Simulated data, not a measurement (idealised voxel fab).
process module | voxel ribs on slabs
cross-section cut | 280 nm wide | cells 5 nm
A cross-section is a grid of square cells, given in bands from the top down. A band is one or more rows of cells.
Each band's line starts with the height of the band's top and of its bottom, in nm. Then come its materials from left to right, each with its width in nm. One material with "throughout" fills the band from edge to edge. "air" is empty space.
Height 0 is the level under which the wafer as received is all one material. The lowest band goes on downwards, as in "0 down".
A width such as "30 to 40" changes by the same amount from each row of cells to the next, from the band's top row to its bottom row.
"no change" after a step means that no cell of the cross-section changed.
closed voids: empty space of 8 cells or more with no open way to the top, each as width x height at its distance from the left edge, in nm
after a step's settings: what the simulator itself notes on the step
overlay nm, on a step with a mask: how far to the right of its planned place the mask lay; to the left if negative
plan
1 op RECEIVE | material Si
2 op DIRECTIONAL_DEP | material SiO2 | thk nm 25
3 op DIRECTIONAL_DEP | material SiN | thk nm 25
4 op DIRECTIONAL_DEP | material aC | thk nm 15
5 op PATTERN | tone cover | mask id RIB | material resist | width nm 30 | thk nm 30 | overlay nm 0
6 op DIRECTIONAL_ETCH | etch materials aC | depth nm 15
7 op STRIP | etch materials resist
8 op DIRECTIONAL_ETCH | etch materials SiN | depth nm 15
9 op STRIP | etch materials aC
10 op PATTERN | tone cover | mask id SLAB | material resist | width nm 60 | thk nm 20 | overlay nm 0
11 op DIRECTIONAL_ETCH | etch materials SiN | depth nm 10
12 op STRIP | etch materials resist
13 op FILL_DEP | material SiO2 | thk nm 20
14 op CMP | height nm 60
15 op DIRECTIONAL_DEP | material TiN | thk nm 5
16 op MASKED_ETCH | tone cover | mask id HEATER | width nm 40 | etch materials TiN | depth nm 5 | overlay nm 0
17 op CONFORMAL_DEP | material SiN | thk nm 5
as received, after step 1
  0 down: Si throughout
  closed voids: none
a wafer at the end: this start, this plan, one mistake
  70 to 65: air 115 | SiN 50 | air 115
  65 to 60: SiN 120 | TiN 40 | SiN 120
  60 to 50: SiO2 110 | SiN 60 | SiO2 110
  50 to 25: SiN throughout
  25 to 0: SiO2 throughout
  0 down: Si throughout
  closed voids: none
what went wrong: step 3 was run twice
